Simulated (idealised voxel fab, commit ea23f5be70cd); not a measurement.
process module | voxel capacitor over wiring
cross-section cut | 210 nm wide | cells 5 nm
A cross-section is a grid of square cells, given in bands from the top down. A band is one or more rows of cells.
Each band's line starts with the height of the band's top and of its bottom, in nm. Then come its materials from left to right, each with its width in nm. One material with "throughout" fills the band from edge to edge. "air" is empty space.
Height 0 is the level under which the wafer as received is all one material. The lowest band goes on downwards, as in "0 down".
A width such as "30 to 40" changes by the same amount from each row of cells to the next, from the band's top row to its bottom row.
"no change" after a step means that no cell of the cross-section changed.
closed voids: empty space of 8 cells or more with no open way to the top, each as width x height at its distance from the left edge, in nm
after a step's settings: what the simulator itself notes on the step
overlay nm, on a step with a mask: how far to the right of its planned place the mask lay; to the left if negative
plan
1 op RECEIVE | material Si
2 op CONFORMAL_DEP | material SiO2 | thk nm 15
3 op CONFORMAL_DEP | material SiCN | thk nm 5
4 op DIRECTIONAL_DEP | material SiO2 | thk nm 20
5 op PATTERN | tone open | mask id METAL_1 | material resist | width nm 20 | pitch nm 80 | thk nm 15 | overlay nm 0
6 op DIRECTIONAL_ETCH | etch materials SiO2 | depth nm 20
7 op DIRECTIONAL_ETCH | etch materials SiCN | depth nm 5
8 op STRIP | etch materials resist
9 op CONFORMAL_DEP | material TiN | thk nm 5
10 op FILL_DEP | material W | thk nm 10
11 op CMP | height nm 40
12 op EPI | material Ru | thk nm 5
13 op FILL_DEP | material SiCN | thk nm 5
14 op DIRECTIONAL_DEP | material lowk | thk nm 15
15 op MASKED_ETCH | tone open | mask id PLUG_1 | width nm 15 | etch materials lowk | depth nm 15 | overlay nm 0
16 op MASKED_ETCH | tone open | mask id PLUG_1 | width nm 15 | etch materials SiCN | depth nm 5 | overlay nm 0
17 op EPI | material Ru | thk nm 10
18 op EPI | material Ru | thk nm 10
19 op DIRECTIONAL_DEP | material TiN | thk nm 5
20 op DIRECTIONAL_DEP | material HfO2 | thk nm 5
21 op DIRECTIONAL_DEP | material TiN | thk nm 5
22 op PATTERN | tone cover | mask id UPPER_PLATE | material resist | width nm 65 | thk nm 20 | overlay nm 0
23 op DIRECTIONAL_ETCH | etch materials TiN | depth nm 5
24 op DIRECTIONAL_ETCH | etch materials HfO2 | depth nm 5
25 op STRIP | etch materials resist
26 op MASKED_ETCH | tone cover | mask id LOWER_PLATE | width nm 75 | etch materials TiN | depth nm 5 | overlay nm 0
27 op FILL_DEP | material SiO2 | thk nm 20
28 op CMP | height nm 95
29 op PATTERN | tone open | mask id PLUG_2 | material resist | width nm 15 | thk nm 20 | overlay nm 0
30 op DIRECTIONAL_ETCH | etch materials SiO2 | depth nm 15
31 op STRIP | etch materials resist
32 op CONFORMAL_DEP | material TiN | thk nm 5
33 op FILL_DEP | material Cu | thk nm 10
34 op CMP | height nm 95
35 op CONFORMAL_DEP | material SiN | thk nm 5
first wafer, as planned
as received, after step 1
  0 down: Si throughout
  closed voids: none
after step 2
  15 to 0: SiO2 throughout
  below 0: unchanged
after step 3
  20 to 15: SiCN throughout
  below 15: unchanged
after step 4
  40 to 20: SiO2 throughout
  below 20: unchanged
after step 5
  55 to 40: resist 55 | air 20 | resist 60 | air 20 | resist 55
  below 40: unchanged
after step 6
  55 to 40: resist 55 | air 20 | resist 60 | air 20 | resist 55
  40 to 20: SiO2 55 | air 20 | SiO2 60 | air 20 | SiO2 55
  below 20: unchanged
after step 7
  55 to 40: resist 55 | air 20 | resist 60 | air 20 | resist 55
  40 to 20: SiO2 55 | air 20 | SiO2 60 | air 20 | SiO2 55
  20 to 15: SiCN 55 | air 20 | SiCN 60 | air 20 | SiCN 55
  below 15: unchanged
after step 8
  40 to 20: SiO2 55 | air 20 | SiO2 60 | air 20 | SiO2 55
  below 20: unchanged
after step 9
  45 to 40: TiN 60 | air 10 | TiN 70 | air 10 | TiN 60
  40 to 20: SiO2 55 | TiN 5 | air 10 | TiN 5 | SiO2 60 | TiN 5 | air 10 | TiN 5 | SiO2 55
  20 to 15: SiCN 55 | TiN 20 | SiCN 60 | TiN 20 | SiCN 55
  below 15: unchanged
after step 10
  55 to 45: W throughout
  45 to 40: TiN 60 | W 10 | TiN 70 | W 10 | TiN 60
  40 to 20: SiO2 55 | TiN 5 | W 10 | TiN 5 | SiO2 60 | TiN 5 | W 10 | TiN 5 | SiO2 55
  below 20: unchanged
after step 11
  40 to 20: SiO2 55 | TiN 5 | W 10 | TiN 5 | SiO2 60 | TiN 5 | W 10 | TiN 5 | SiO2 55
  below 20: unchanged
after step 12
  45 to 40: air 50 | Ru 30 | air 50 | Ru 30 | air 50
  below 40: unchanged
after step 13
  50 to 45: SiCN throughout
  45 to 40: SiCN 50 | Ru 30 | SiCN 50 | Ru 30 | SiCN 50
  below 40: unchanged
after step 14
  65 to 50: lowk throughout
  below 50: unchanged
after step 15
  65 to 50: lowk 60 | air 15 | lowk 135
  below 50: unchanged
after step 16
  65 to 50: lowk 60 | air 15 | lowk 135
  50 to 45: SiCN 60 | air 15 | SiCN 135
  below 45: unchanged
after step 17
  65 to 55: lowk 60 | air 15 | lowk 135
  55 to 50: lowk 60 | Ru 15 | lowk 135
  50 to 45: SiCN 60 | Ru 15 | SiCN 135
  below 45: unchanged
after step 18
  65 to 50: lowk 60 | Ru 15 | lowk 135
  below 50: unchanged
after step 19
  70 to 65: TiN throughout
  below 65: unchanged
after step 20
  75 to 70: HfO2 throughout
  below 70: unchanged
after step 21
  80 to 75: TiN throughout
  below 75: unchanged
after step 22
  100 to 80: air 60 | resist 65 | air 85
  below 80: unchanged
after step 23
  100 to 80: air 60 | resist 65 | air 85
  80 to 75: air 60 | TiN 65 | air 85
  below 75: unchanged
after step 24
  100 to 80: air 60 | resist 65 | air 85
  80 to 75: air 60 | TiN 65 | air 85
  75 to 70: air 60 | HfO2 65 | air 85
  below 70: unchanged
after step 25
  80 to 75: air 60 | TiN 65 | air 85
  below 75: unchanged
after step 26
  80 to 75: air 60 | TiN 65 | air 85
  75 to 70: air 60 | HfO2 65 | air 85
  70 to 65: air 55 | TiN 75 | air 80
  below 65: unchanged
after step 27
  100 to 80: SiO2 throughout
  80 to 75: SiO2 60 | TiN 65 | SiO2 85
  75 to 70: SiO2 60 | HfO2 65 | SiO2 85
  70 to 65: SiO2 55 | TiN 75 | SiO2 80
  below 65: unchanged
after step 28
  95 to 80: SiO2 throughout
  below 80: unchanged
after step 29
  115 to 95: resist 70 | air 15 | resist 125
  below 95: unchanged
after step 30
  115 to 95: resist 70 | air 15 | resist 125
  95 to 80: SiO2 70 | air 15 | SiO2 125
  below 80: unchanged
after step 31
  95 to 80: SiO2 70 | air 15 | SiO2 125
  below 80: unchanged
after step 32
  100 to 95: TiN 75 | air 5 | TiN 130
  95 to 85: SiO2 70 | TiN 5 | air 5 | TiN 5 | SiO2 125
  85 to 75: SiO2 70 to 60 | TiN 15 to 65 | SiO2 125 to 85
  below 75: unchanged
after step 33
  110 to 100: Cu throughout
  100 to 95: TiN 75 | Cu 5 | TiN 130
  95 to 85: SiO2 70 | TiN 5 | Cu 5 | TiN 5 | SiO2 125
  below 85: unchanged
after step 34
  95 to 85: SiO2 70 | TiN 5 | Cu 5 | TiN 5 | SiO2 125
  below 85: unchanged
after step 35
  100 to 95: SiN throughout
  below 95: unchanged
second wafer: like start, like plan, one mistake. Through step 32 it matches the first wafer
when step 33 should have ended
  110 to 100: SiN throughout
  100 to 95: TiN 75 | SiN 5 | TiN 130
  95 to 85: SiO2 70 | TiN 5 | SiN 5 | TiN 5 | SiO2 125
  below 85: unchanged
when step 34 should have ended
  95 to 85: SiO2 70 | TiN 5 | SiN 5 | TiN 5 | SiO2 125
  below 85: unchanged
when step 35 should have ended
  100 to 95: SiN throughout
  below 95: unchanged
what went wrong: step 33 ran as: op FILL_DEP | material SiN | thk nm 10
at the end the second wafer has, in cells: 2 fewer of Cu | 2 more of SiN
